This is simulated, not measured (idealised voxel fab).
Process module under the name voxel transistor to metal
We display cut, a cross-section 195 nm in width whose square cells are each 5 nm.
We lay out every cross-section as a grid of square cells and spell it out in bands from the top down, where one band means one or more rows of cells.
Each band's line starts with the height of the band's top and of its bottom, in nm. Then come its materials from left to right, each with its width in nm. One material with "all across" fills the band from edge to edge. "blank" is empty space.
It should be noted that heights are counted from 0, beneath which the wafer as supplied is of one material throughout, and that the lowest band possesses no lower boundary but continues downward, as written in "z 0 and below".
The two numbers in a width such as "30 to 40" mark its ends across the band: the first belongs to the top row of cells, the second to the bottom row, and from each row to the next the width moves by the same amount.
Key: "no alteration" - step with no changed cell in the cross-section.
The label "Unvented cavities" introduces a list of the empty spaces, 8 cells or larger, that have no open way up to the top; each entry in it reads width x height at distance, where the distance is taken from the left edge and all three are stated in nm.
On each step's line, the part that comes after the settings is the simulator's own comment on the step.
The setting "overlay nm" may be written on the line of a step. When the step uses a mask, the value reports how far to the right of the planned place the mask lay, and a negative value reports that it lay to the left.
The planned process steps are enumerated hereunder:
1,RECEIVE (material Si)
2,OXIDIZE (depth nm 5)
3,CONFORMAL_DEP (material SiN; thk nm 15)
4,MASKED_ETCH (tone cover; mask id ACTIVE; width nm 105; etch materials SiN; depth nm 15; overlay nm 0)
5,MASKED_ETCH (tone cover; mask id ACTIVE; width nm 105; etch materials SiO2; depth nm 5; overlay nm 0)
6,MASKED_ETCH (tone cover; mask id ACTIVE; width nm 105; etch materials Si; depth nm 25; overlay nm 0)
7,FILL_DEP (material SiO2; thk nm 15)
8,CMP (height nm 15)
9,SELECTIVE_ETCH (etch materials SiO2; depth nm 5)
10,STRIP (etch materials SiN)
11,SELECTIVE_ETCH (etch materials SiO2; depth nm 5)
12,OXIDIZE (depth nm 5)
13,DIRECTIONAL_DEP (material polySi; thk nm 25)
14,DIRECTIONAL_DEP (material SiCN; thk nm 10)
15,MASKED_ETCH (tone cover; mask id GATE; width nm 15; etch materials SiCN; depth nm 20; overlay nm 0)
16,MASKED_ETCH (tone cover; mask id GATE; width nm 15; etch materials polySi; depth nm 35; overlay nm 0)
17,CONFORMAL_DEP (material SiO2; thk nm 5)
18,DIRECTIONAL_ETCH (etch materials SiO2; depth nm 5)
19,CONFORMAL_DEP (material SiN; thk nm 5)
20,DIRECTIONAL_ETCH (etch materials SiN; depth nm 5)
21,DIRECTIONAL_ETCH (etch materials SiO2; depth nm 5)
22,DIRECTIONAL_ETCH (etch materials Si; depth nm 5)
23,EPI (material SiGe; thk nm 10)
24,FILL_DEP (material SiO2; thk nm 5)
25,CMP (height nm 30)
26,DIRECTIONAL_DEP (material SiO2; thk nm 10)
27,DIRECTIONAL_DEP (material aC; thk nm 15)
28,PATTERN (tone open; mask id CONTACT; material resist; width nm 35; pitch nm 60; thk nm 35; overlay nm 0)
29,DIRECTIONAL_ETCH (etch materials aC; depth nm 15)
30,STRIP (etch materials resist)
31,DIRECTIONAL_ETCH (etch materials SiO2; depth nm 45)
32,STRIP (etch materials aC)
33,CONFORMAL_DEP (material TiN; thk nm 5)
34,FILL_DEP (material Ru; thk nm 10)
35,CMP (height nm 40)
36,CONFORMAL_DEP (material SiN; thk nm 5)
37,DIRECTIONAL_DEP (material lowk; thk nm 25)
38,MASKED_ETCH (tone open; mask id METAL_1; width nm 20; pitch nm 75; etch materials lowk; depth nm 25; overlay nm 0)
39,MASKED_ETCH (tone open; mask id METAL_1; width nm 20; pitch nm 75; etch materials SiN; depth nm 5; overlay nm 0)
40,CONFORMAL_DEP (material TiN; thk nm 5)
41,FILL_DEP (material W; thk nm 10)
42,CMP (height nm 70)
43,CONFORMAL_DEP (material SiCN; thk nm 5)
Wafer, first of two, run as planned:
Cross-section, incoming material, after step 1:
> z 0 and below: Si all across
> Unvented cavities: none
Cross-section of the wafer subsequent to step 2:
> z 0 to -5: SiO2 all across
> Heights below -5 show no change.
Cross-section of the wafer subsequent to step 3:
> z 15 to 0: SiN all across
> Heights below 0 show no change.
Cross-section of the wafer subsequent to step 4:
> z 15 to 0: blank=45; SiN=105; blank=45
> Heights below 0 show no change.
Cross-section of the wafer subsequent to step 5:
> z 15 to 0: blank=45; SiN=105; blank=45
> z 0 to -5: blank=45; SiO2=105; blank=45
> Heights below -5 show no change.
Cross-section of the wafer subsequent to step 6:
> z 15 to 0: blank=45; SiN=105; blank=45
> z 0 to -5: blank=45; SiO2=105; blank=45
> z -5 to -30: blank=45; Si=105; blank=45
> Heights below -30 show no change.
Cross-section of the wafer subsequent to step 7:
> z 30 to 15: SiO2 all across
> z 15 to 0: SiO2=45; SiN=105; SiO2=45
> z 0 to -5: SiO2 all across
> z -5 to -30: SiO2=45; Si=105; SiO2=45
> Heights below -30 show no change.
Cross-section of the wafer subsequent to step 8:
> z 15 to 0: SiO2=45; SiN=105; SiO2=45
> Heights below 0 show no change.
Cross-section of the wafer subsequent to step 9:
> z 15 to 10: blank=45; SiN=105; blank=45
> Heights below 10 show no change.
Cross-section of the wafer subsequent to step 10:
> z 10 to 0: SiO2=45; blank=105; SiO2=45
> Heights below 0 show no change.
Cross-section of the wafer subsequent to step 11:
> z 5 to -5: SiO2=40; blank=115; SiO2=40
> Heights below -5 show no change.
Cross-section of the wafer subsequent to step 12:
> z 5 to -5: SiO2=40; blank=115; SiO2=40
> z -5 to -10: SiO2 all across
> Heights below -10 show no change.
Cross-section of the wafer subsequent to step 13:
> z 30 to 20: polySi=40; blank=115; polySi=40
> z 20 to 5: polySi all across
> z 5 to -5: SiO2=40; polySi=115; SiO2=40
> Heights below -5 show no change.
Cross-section of the wafer subsequent to step 14:
> z 40 to 30: SiCN=40; blank=115; SiCN=40
> z 30 to 20: polySi=40; SiCN=115; polySi=40
> Heights below 20 show no change.
Cross-section of the wafer subsequent to step 15:
> z 30 to 20: polySi=40; blank=50; SiCN=15; blank=50; polySi=40
> Heights below 20 show no change.
Cross-section of the wafer subsequent to step 16:
> z 30 to 20: blank=90; SiCN=15; blank=90
> z 20 to 5: blank=90; polySi=15; blank=90
> z 5 to -5: SiO2=40; blank=50; polySi=15; blank=50; SiO2=40
> Heights below -5 show no change.
Cross-section of the wafer subsequent to step 17:
> z 35 to 30: blank=85; SiO2=25; blank=85
> z 30 to 20: blank=85; SiO2=5; SiCN=15; SiO2=5; blank=85
> z 20 to 10: blank=85; SiO2=5; polySi=15; SiO2=5; blank=85
> z 10 to 0: SiO2=45; blank=40; SiO2=5; polySi=15; SiO2=5; blank=40; SiO2=45
> z 0 to -5: SiO2=90; polySi=15; SiO2=90
> Heights below -5 show no change.
Cross-section of the wafer subsequent to step 18:
> z 30 to 20: blank=85; SiO2=5; SiCN=15; SiO2=5; blank=85
> z 20 to 5: blank=85; SiO2=5; polySi=15; SiO2=5; blank=85
> z 5 to -5: SiO2=45; blank=40; SiO2=5; polySi=15; SiO2=5; blank=40; SiO2=45
> Heights below -5 show no change.
Cross-section of the wafer subsequent to step 19:
> z 35 to 30: blank=80; SiN=35; blank=80
> z 30 to 20: blank=80; SiN=5; SiO2=5; SiCN=15; SiO2=5; SiN=5; blank=80
> z 20 to 10: blank=80; SiN=5; SiO2=5; polySi=15; SiO2=5; SiN=5; blank=80
> z 10 to 5: SiN=50; blank=30; SiN=5; SiO2=5; polySi=15; SiO2=5; SiN=5; blank=30; SiN=50
> z 5 to 0: SiO2=45; SiN=5; blank=30; SiN=5; SiO2=5; polySi=15; SiO2=5; SiN=5; blank=30; SiN=5; SiO2=45
> z 0 to -5: SiO2=45; SiN=40; SiO2=5; polySi=15; SiO2=5; SiN=40; SiO2=45
> Heights below -5 show no change.
Cross-section of the wafer subsequent to step 20:
> z 30 to 20: blank=80; SiN=5; SiO2=5; SiCN=15; SiO2=5; SiN=5; blank=80
> z 20 to 5: blank=80; SiN=5; SiO2=5; polySi=15; SiO2=5; SiN=5; blank=80
> z 5 to -5: SiO2=45; SiN=5; blank=30; SiN=5; SiO2=5; polySi=15; SiO2=5; SiN=5; blank=30; SiN=5; SiO2=45
> Heights below -5 show no change.
Cross-section of the wafer subsequent to step 21:
> z 30 to 25: blank=80; SiN=5; blank=5; SiCN=15; blank=5; SiN=5; blank=80
> z 25 to 20: blank=80; SiN=5; SiO2=5; SiCN=15; SiO2=5; SiN=5; blank=80
> z 20 to 5: blank=80; SiN=5; SiO2=5; polySi=15; SiO2=5; SiN=5; blank=80
> z 5 to 0: blank=45; SiN=5; blank=30; SiN=5; SiO2=5; polySi=15; SiO2=5; SiN=5; blank=30; SiN=5; blank=45
> z 0 to -5: SiO2=45; SiN=5; blank=30; SiN=5; SiO2=5; polySi=15; SiO2=5; SiN=5; blank=30; SiN=5; SiO2=45
> z -5 to -10: SiO2=50; blank=30; SiO2=35; blank=30; SiO2=50
> Heights below -10 show no change.
Cross-section of the wafer subsequent to step 22:
> z 30 to 25: blank=80; SiN=5; blank=5; SiCN=15; blank=5; SiN=5; blank=80
> z 25 to 20: blank=80; SiN=5; SiO2=5; SiCN=15; SiO2=5; SiN=5; blank=80
> z 20 to 5: blank=80; SiN=5; SiO2=5; polySi=15; SiO2=5; SiN=5; blank=80
> z 5 to 0: blank=45; SiN=5; blank=30; SiN=5; SiO2=5; polySi=15; SiO2=5; SiN=5; blank=30; SiN=5; blank=45
> z 0 to -5: SiO2=45; SiN=5; blank=30; SiN=5; SiO2=5; polySi=15; SiO2=5; SiN=5; blank=30; SiN=5; SiO2=45
> z -5 to -10: SiO2=50; blank=30; SiO2=35; blank=30; SiO2=50
> z -10 to -15: SiO2=45; Si=5; blank=30; Si=35; blank=30; Si=5; SiO2=45
> Heights below -15 show no change.
Cross-section of the wafer subsequent to step 23:
> z 30 to 25: blank=80; SiN=5; blank=5; SiCN=15; blank=5; SiN=5; blank=80
> z 25 to 20: blank=80; SiN=5; SiO2=5; SiCN=15; SiO2=5; SiN=5; blank=80
> z 20 to 5: blank=80; SiN=5; SiO2=5; polySi=15; SiO2=5; SiN=5; blank=80
> z 5 to 0: blank=45; SiN=5; blank=30; SiN=5; SiO2=5; polySi=15; SiO2=5; SiN=5; blank=30; SiN=5; blank=45
> z 0 to -5: SiO2=45; SiN=5; SiGe=10; blank=10; SiGe=10; SiN=5; SiO2=5; polySi=15; SiO2=5; SiN=5; SiGe=10; blank=10; SiGe=10; SiN=5; SiO2=45
> z -5 to -10: SiO2=50; SiGe=30; SiO2=35; SiGe=30; SiO2=50
> z -10 to -15: SiO2=45; Si=5; SiGe=30; Si=35; SiGe=30; Si=5; SiO2=45
> Heights below -15 show no change.
Cross-section of the wafer subsequent to step 24:
> z 35 to 30: SiO2 all across
> z 30 to 20: SiO2=80; SiN=5; SiO2=5; SiCN=15; SiO2=5; SiN=5; SiO2=80
> z 20 to 5: SiO2=80; SiN=5; SiO2=5; polySi=15; SiO2=5; SiN=5; SiO2=80
> z 5 to 0: SiO2=45; SiN=5; SiO2=30; SiN=5; SiO2=5; polySi=15; SiO2=5; SiN=5; SiO2=30; SiN=5; SiO2=45
> z 0 to -5: SiO2=45; SiN=5; SiGe=10; SiO2=10; SiGe=10; SiN=5; SiO2=5; polySi=15; SiO2=5; SiN=5; SiGe=10; SiO2=10; SiGe=10; SiN=5; SiO2=45
> Heights below -5 show no change.
Cross-section of the wafer subsequent to step 25:
> z 30 to 20: SiO2=80; SiN=5; SiO2=5; SiCN=15; SiO2=5; SiN=5; SiO2=80
> Heights below 20 show no change.
Cross-section of the wafer subsequent to step 26:
> z 40 to 30: SiO2 all across
> Heights below 30 show no change.
Cross-section of the wafer subsequent to step 27:
> z 55 to 40: aC all across
> Heights below 40 show no change.
Cross-section of the wafer subsequent to step 28:
> z 90 to 55: resist=50; blank=35; resist=25; blank=35; resist=50
> Heights below 55 show no change.
Cross-section of the wafer subsequent to step 29:
> z 75 to 55: resist=50; blank=35; resist=25; blank=35; resist=50
> z 55 to 40: aC=50; blank=35; aC=25; blank=35; aC=50
> Heights below 40 show no change.
Cross-section of the wafer subsequent to step 30:
> z 55 to 40: aC=50; blank=35; aC=25; blank=35; aC=50
> Heights below 40 show no change.
Cross-section of the wafer subsequent to step 31:
> z 55 to 40: aC=50; blank=35; aC=25; blank=35; aC=50
> z 40 to 30: SiO2=50; blank=35; SiO2=25; blank=35; SiO2=50
> z 30 to 20: SiO2=50; blank=30; SiN=5; SiO2=5; SiCN=15; SiO2=5; SiN=5; blank=30; SiO2=50
> z 20 to 5: SiO2=50; blank=30; SiN=5; SiO2=5; polySi=15; SiO2=5; SiN=5; blank=30; SiO2=50
> z 5 to 0: SiO2=45; SiN=5; blank=30; SiN=5; SiO2=5; polySi=15; SiO2=5; SiN=5; blank=30; SiN=5; SiO2=45
> z 0 to -5: SiO2=45; SiN=5; SiGe=10; blank=10; SiGe=10; SiN=5; SiO2=5; polySi=15; SiO2=5; SiN=5; SiGe=10; blank=10; SiGe=10; SiN=5; SiO2=45
> Heights below -5 show no change.
Cross-section of the wafer subsequent to step 32:
> z 40 to 30: SiO2=50; blank=35; SiO2=25; blank=35; SiO2=50
> Heights below 30 show no change.
Cross-section of the wafer subsequent to step 33:
> z 45 to 40: TiN=55; blank=25; TiN=35; blank=25; TiN=55
> z 40 to 30: SiO2=50; TiN=5; blank=25 to 20; TiN=5 to 10; SiO2=25; TiN=5 to 10; blank=25 to 20; TiN=5; SiO2=50
> z 30 to 20: SiO2=50; TiN=5; blank=20; TiN=5; SiN=5; SiO2=5; SiCN=15; SiO2=5; SiN=5; TiN=5; blank=20; TiN=5; SiO2=50
> z 20 to 5: SiO2=50; TiN=5; blank=20; TiN=5; SiN=5; SiO2=5; polySi=15; SiO2=5; SiN=5; TiN=5; blank=20; TiN=5; SiO2=50
> z 5 to 0: SiO2=45; SiN=5; TiN=30; SiN=5; SiO2=5; polySi=15; SiO2=5; SiN=5; TiN=30; SiN=5; SiO2=45
> z 0 to -5: SiO2=45; SiN=5; SiGe=10; TiN=10; SiGe=10; SiN=5; SiO2=5; polySi=15; SiO2=5; SiN=5; SiGe=10; TiN=10; SiGe=10; SiN=5; SiO2=45
> Heights below -5 show no change.
Cross-section of the wafer subsequent to step 34:
> z 55 to 45: Ru all across
> z 45 to 40: TiN=55; Ru=25; TiN=35; Ru=25; TiN=55
> z 40 to 30: SiO2=50; TiN=5; Ru=25 to 20; TiN=5 to 10; SiO2=25; TiN=5 to 10; Ru=25 to 20; TiN=5; SiO2=50
> z 30 to 20: SiO2=50; TiN=5; Ru=20; TiN=5; SiN=5; SiO2=5; SiCN=15; SiO2=5; SiN=5; TiN=5; Ru=20; TiN=5; SiO2=50
> z 20 to 5: SiO2=50; TiN=5; Ru=20; TiN=5; SiN=5; SiO2=5; polySi=15; SiO2=5; SiN=5; TiN=5; Ru=20; TiN=5; SiO2=50
> Heights below 5 show no change.
Cross-section of the wafer subsequent to step 35:
> z 40 to 30: SiO2=50; TiN=5; Ru=25 to 20; TiN=5 to 10; SiO2=25; TiN=5 to 10; Ru=25 to 20; TiN=5; SiO2=50
> Heights below 30 show no change.
Cross-section of the wafer subsequent to step 36:
> z 45 to 40: SiN all across
> Heights below 40 show no change.
Cross-section of the wafer subsequent to step 37:
> z 70 to 45: lowk all across
> Heights below 45 show no change.
Cross-section of the wafer subsequent to step 38:
> z 70 to 45: lowk=50; blank=20; lowk=55; blank=20; lowk=50
> Heights below 45 show no change.
Cross-section of the wafer subsequent to step 39:
> z 70 to 45: lowk=50; blank=20; lowk=55; blank=20; lowk=50
> z 45 to 40: SiN=50; blank=20; SiN=55; blank=20; SiN=50
> Heights below 40 show no change.
Cross-section of the wafer subsequent to step 40:
> z 75 to 70: TiN=55; blank=10; TiN=65; blank=10; TiN=55
> z 70 to 45: lowk=50; TiN=5; blank=10; TiN=5; lowk=55; TiN=5; blank=10; TiN=5; lowk=50
> z 45 to 40: SiN=50; TiN=20; SiN=55; TiN=20; SiN=50
> Heights below 40 show no change.
Cross-section of the wafer subsequent to step 41:
> z 85 to 75: W all across
> z 75 to 70: TiN=55; W=10; TiN=65; W=10; TiN=55
> z 70 to 45: lowk=50; TiN=5; W=10; TiN=5; lowk=55; TiN=5; W=10; TiN=5; lowk=50
> Heights below 45 show no change.
Cross-section of the wafer subsequent to step 42:
> z 70 to 45: lowk=50; TiN=5; W=10; TiN=5; lowk=55; TiN=5; W=10; TiN=5; lowk=50
> Heights below 45 show no change.
Cross-section of the wafer subsequent to step 43:
> z 75 to 70: SiCN all across
> Heights below 70 show no change.
Companion wafer, the second of two: same beginning, same intended sequence, one mistake in carrying it out; through step 39 inclusive it tracks the first exactly:
Second wafer: cross-section at the scheduled end of step 40:
> z 75 to 70: SiO2=55; blank=10; SiO2=65; blank=10; SiO2=55
> z 70 to 45: lowk=50; SiO2=5; blank=10; SiO2=5; lowk=55; SiO2=5; blank=10; SiO2=5; lowk=50
> z 45 to 40: SiN=50; SiO2=20; SiN=55; SiO2=20; SiN=50
> Heights below 40 show no change.
Second wafer: cross-section at the scheduled end of step 41:
> z 85 to 75: W all across
> z 75 to 70: SiO2=55; W=10; SiO2=65; W=10; SiO2=55
> z 70 to 45: lowk=50; SiO2=5; W=10; SiO2=5; lowk=55; SiO2=5; W=10; SiO2=5; lowk=50
> Heights below 45 show no change.
Second wafer: cross-section at the scheduled end of step 42:
> z 70 to 45: lowk=50; SiO2=5; W=10; SiO2=5; lowk=55; SiO2=5; W=10; SiO2=5; lowk=50
> Heights below 45 show no change.
Second wafer: cross-section at the scheduled end of step 43:
> z 75 to 70: SiCN all across
> Heights below 70 show no change.
So what did we get wrong on this run? the process deviated at step 40: the operation and settings actually run there were CONFORMAL_DEP (material SiO2; thk nm 5)
FYI, end of process, the second wafer has more or fewer cells of some materials than the first: SiO2: 28 more | TiN: 28 fewer
